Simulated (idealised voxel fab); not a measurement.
The document below concerns the process module designated voxel plated lines.
Xsec cut, 185 nm wide, square cell size 5 nm.
Think of the cross-section as a grid of square cells. We describe it in bands, top to bottom, and each band covers one or more rows of those cells. Band entry format. Leading values: height of top, height of bottom, nm. Remainder: materials in left-to-right order, each with its width in nm. Special words: "all across" on a single material, which then fills the band edge to edge; "air", empty space. A quick word on heights: they are counted from 0, and under that level the wafer as it came to us is one material throughout. The lowest band is different from the rest in having no bottom; it simply continues downward, written as in "from 0 down". It should be noted that a width expressed as "30->40" varies in equal increments from row to row of cells within the band, taking the value of the first number at the top row and that of the second number at the bottom row. "all unchanged" -> step changed no cross-section cell. "Sealed void listing" enumerates empty spaces isolated from the top, with no open way to it, that contain at least 8 cells, giving each as width x height at distance from the left edge, all three in nm. If you see something after the settings on a step's line, that's the simulator's own remark about that step. overlay nm, on a step with a mask: how far to the right of its planned place the mask lay; to the left if negative.

### This section lists the process steps that were planned
| 1 | RECEIVE, material Si |
| 2 | CONFORMAL_DEP, material SiO2, thk nm 10 |
| 3 | DIRECTIONAL_DEP, material TiN, thk nm 5 |
| 4 | PATTERN, tone open, mask id LINES, material resist, width nm 15, pitch nm 35, thk nm 30, overlay nm 0 |
| 5 | EPI, material Ru, thk nm 10 |
| 6 | EPI, material Ru, thk nm 10 |
| 7 | STRIP, etch materials resist |
| 8 | DIRECTIONAL_ETCH, etch materials TiN, depth nm 5 |
| 9 | CONFORMAL_DEP, material SiO2, thk nm 5 |

### Wafer as received: cross-section following step 1
* from 0 down = Si all across
* Sealed void listing: none

### End-of-module XS, first of two wafers, run as planned
* from 40 to 35 = air 25 nm / SiO2 25 nm / air 10 nm / SiO2 25 nm / air 10 nm / SiO2 25 nm / air 10 nm / SiO2 25 nm / air 30 nm
* from 35 to 15 = air 25 nm / SiO2 5 nm / Ru 15 nm / SiO2 5 nm / air 10 nm / SiO2 5 nm / Ru 15 nm / SiO2 5 nm / air 10 nm / SiO2 5 nm / Ru 15 nm / SiO2 5 nm / air 10 nm / SiO2 5 nm / Ru 15 nm / SiO2 5 nm / air 30 nm
* from 15 to 10 = SiO2 30 nm / TiN 15 nm / SiO2 20 nm / TiN 15 nm / SiO2 20 nm / TiN 15 nm / SiO2 20 nm / TiN 15 nm / SiO2 35 nm
* from 10 to 0 = SiO2 all across
* from 0 down = Si all across
* Sealed void listing: none

### What the second wafer looks like in cross-section once the module is done. Its start and its plan matched the first wafer's exactly; what differed was one mistake in how it was run
* from 40 to 35 = air 15 nm / SiO2 150 nm / air 20 nm
* from 35 to 30 = air 15 nm / SiO2 5 nm / Ru 140 nm / SiO2 5 nm / air 20 nm
* from 30 to 25 = SiO2 20 nm / Ru 140 nm / SiO2 25 nm
* from 25 to 15 = Ru all across
* from 15 to 10 = TiN all across
* from 10 to 0 = SiO2 all across
* from 0 down = Si all across
* Sealed void listing: none
The plan and the run diverged here: deviation from plan: step 7 and step 6 executed in one another's positions
Once processing is complete, comparing cell counts shows that the second wafer has more or fewer of certain materials than the first: 82 more of Ru | 36 fewer of SiO2 | 25 more of TiN
